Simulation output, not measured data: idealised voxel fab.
Module name: voxel gate over fins (process module)
It is cross-section cut that appears here, measuring 280 nm in width, its square cells being 5 nm in size.
Cross-section spec: square-cell grid; bands listed top down; each band is one or more rows. Band entry format. Leading values: height of top, height of bottom, nm. Remainder: materials in left-to-right order, each with its width in nm. Special words: "all across" on a single material, which then fills the band edge to edge; "empty", empty space. A quick word on heights: they are counted from 0, and under that level the wafer as it came to us is one material throughout. The lowest band is different from the rest in having no bottom; it simply continues downward, written as in "top 0, no bottom". The two numbers in a width such as "30..40" mark its ends across the band: the first belongs to the top row of cells, the second to the bottom row, and from each row to the next the width moves by the same amount. "nothing altered" means the step left every cell of the cross-section as it was. Basically, "Completely sealed voids" tells you about the enclosed voids: empty spaces with no open way to the top, 8 cells or bigger, each written width x height at distance, where distance is from the left edge, all in nm. after a step's settings: what the simulator itself notes on the step. The "overlay nm" setting may appear on a step's line; for a step that uses a mask, it gives how far to the right of its planned position the mask lay, and a negative value indicates the left.
## Steps in the process plan
1) RECEIVE (material Si)
2) CONFORMAL_DEP (material SiN; thk nm 10)
3) DIRECTIONAL_DEP (material aC; thk nm 10)
4) PATTERN (tone cover; mask id FINS; material resist; width nm 15; pitch nm 60; thk nm 25; overlay nm 0)
5) DIRECTIONAL_ETCH (etch materials aC; depth nm 10)
6) STRIP (etch materials resist)
7) DIRECTIONAL_ETCH (etch materials SiN; depth nm 10)
8) DIRECTIONAL_ETCH (etch materials Si; depth nm 30)
9) STRIP (etch materials aC)
10) OXIDIZE (depth nm 5)
11) FILL_DEP (material SiO2; thk nm 5)
12) CMP (height nm 10)
13) PATTERN (tone open; mask id RAIL; material resist; width nm 15; thk nm 20; overlay nm 0)
14) DIRECTIONAL_ETCH (etch materials SiO2; depth nm 35)
15) STRIP (etch materials resist)
16) CONFORMAL_DEP (material TiN; thk nm 5)
17) FILL_DEP (material W; thk nm 10)
18) CMP (height nm 10)
19) SELECTIVE_ETCH (etch materials W Ru TiN; depth nm 30)
20) FILL_DEP (material SiO2; thk nm 5)
21) CMP (height nm 10)
22) SELECTIVE_ETCH (etch materials SiO2; depth nm 25)
23) STRIP (etch materials SiN)
24) CONFORMAL_DEP (material HfO2; thk nm 5)
25) CONFORMAL_DEP (material TiN; thk nm 5)
26) FILL_DEP (material W; thk nm 15)
27) CMP (height nm 20)
28) CONFORMAL_DEP (material SiCN; thk nm 10)
## Cross-section of the wafer upon arrival, representing the state reached after step 1
- top 0, no bottom  Si all across
- Completely sealed voids: none
## First wafer of two, sectioned at end of module; run went per plan
- top 30, bottom 20  SiCN all across
- top 20, bottom 10  W all across
- top 10, bottom 5  W 65 nm, TiN 25 nm, W 35 nm, TiN 25 nm, W 35 nm, TiN 25 nm, W 70 nm
- top 5, bottom 0  W 65 nm, TiN 5 nm, HfO2 15 nm, TiN 5 nm, W 35 nm, TiN 5 nm, HfO2 15 nm, TiN 5 nm, W 35 nm, TiN 5 nm, HfO2 15 nm, TiN 5 nm, W 70 nm
- top 0, bottom -5  W 65 nm, TiN 5 nm, HfO2 5 nm, Si 5 nm, HfO2 5 nm, TiN 5 nm, W 35 nm, TiN 5 nm, HfO2 5 nm, Si 5 nm, HfO2 5 nm, TiN 5 nm, W 35 nm, TiN 5 nm, HfO2 5 nm, Si 5 nm, HfO2 5 nm, TiN 5 nm, W 70 nm
- top -5, bottom -10  TiN 70 nm, HfO2 5 nm, Si 5 nm, HfO2 5 nm, TiN 45 nm, HfO2 5 nm, Si 5 nm, HfO2 5 nm, TiN 45 nm, HfO2 5 nm, Si 5 nm, HfO2 5 nm, TiN 75 nm
- top -10, bottom -15  HfO2 75 nm, Si 5 nm, HfO2 55 nm, Si 5 nm, HfO2 55 nm, Si 5 nm, HfO2 80 nm
- top -15, bottom -20  SiO2 75 nm, Si 5 nm, SiO2 55 nm, Si 5 nm, SiO2 55 nm, Si 5 nm, SiO2 80 nm
- top -20, bottom -25  SiO2 75 nm, Si 5 nm, SiO2 20 nm, TiN 15 nm, SiO2 20 nm, Si 5 nm, SiO2 55 nm, Si 5 nm, SiO2 80 nm
- top -25, bottom -35  SiO2 75 nm, Si 5 nm, SiO2 55 nm, Si 5 nm, SiO2 55 nm, Si 5 nm, SiO2 80 nm
- top -35, no bottom  Si all across
- Completely sealed voids: none
## Cross-sectional image of the second wafer of the two following completion of the module. Starting state and process plan were the same as for the first wafer; one execution error occurred
- top 30, bottom 20  SiCN all across
- top 20, bottom 15  W 95 nm, TiN 25 nm, W 160 nm
- top 15, bottom 10  W 95 nm, TiN 5 nm, HfO2 15 nm, TiN 5 nm, W 160 nm
- top 10, bottom 5  W 65 nm, TiN 25 nm, W 5 nm, TiN 5 nm, HfO2 5 nm, W 5 nm, HfO2 5 nm, TiN 5 nm, W 5 nm, TiN 25 nm, W 35 nm, TiN 25 nm, W 70 nm
- top 5, bottom 0  W 65 nm, TiN 5 nm, HfO2 15 nm, TiN 5 nm, W 5 nm, TiN 5 nm, HfO2 5 nm, W 5 nm, HfO2 5 nm, TiN 5 nm, W 5 nm, TiN 5 nm, HfO2 15 nm, TiN 5 nm, W 35 nm, TiN 5 nm, HfO2 15 nm, TiN 5 nm, W 70 nm
- top 0, bottom -5  W 65 nm, TiN 5 nm, HfO2 5 nm, Si 5 nm, HfO2 5 nm, TiN 5 nm, W 5 nm, TiN 5 nm, HfO2 5 nm, W 5 nm, HfO2 5 nm, TiN 5 nm, W 5 nm, TiN 5 nm, HfO2 5 nm, Si 5 nm, HfO2 5 nm, TiN 5 nm, W 35 nm, TiN 5 nm, HfO2 5 nm, Si 5 nm, HfO2 5 nm, TiN 5 nm, W 70 nm
- top -5, bottom -10  TiN 70 nm, HfO2 5 nm, Si 5 nm, HfO2 5 nm, TiN 15 nm, HfO2 5 nm, W 5 nm, HfO2 5 nm, TiN 15 nm, HfO2 5 nm, Si 5 nm, HfO2 5 nm, TiN 45 nm, HfO2 5 nm, Si 5 nm, HfO2 5 nm, TiN 75 nm
- top -10, bottom -15  HfO2 75 nm, Si 5 nm, HfO2 25 nm, W 5 nm, HfO2 25 nm, Si 5 nm, HfO2 55 nm, Si 5 nm, HfO2 80 nm
- top -15, bottom -20  SiO2 75 nm, Si 5 nm, SiO2 25 nm, W 5 nm, SiO2 25 nm, Si 5 nm, SiO2 55 nm, Si 5 nm, SiO2 80 nm
- top -20, bottom -25  SiO2 75 nm, Si 5 nm, SiO2 20 nm, TiN 15 nm, SiO2 20 nm, Si 5 nm, SiO2 55 nm, Si 5 nm, SiO2 80 nm
- top -25, bottom -35  SiO2 75 nm, Si 5 nm, SiO2 55 nm, Si 5 nm, SiO2 55 nm, Si 5 nm, SiO2 80 nm
- top -35, no bottom  Si all across
- Completely sealed voids: none
Misprocessing identified: note that step 19 departed from the planned setting and was carried out as SELECTIVE_ETCH (etch materials TiN; depth nm 30)
Upon completion, the second wafer contains, in terms of cells, a greater or smaller amount of certain materials than the first wafer: 10 more of HfO2 | 1 fewer of SiO2 | 10 more of TiN | 19 fewer of W
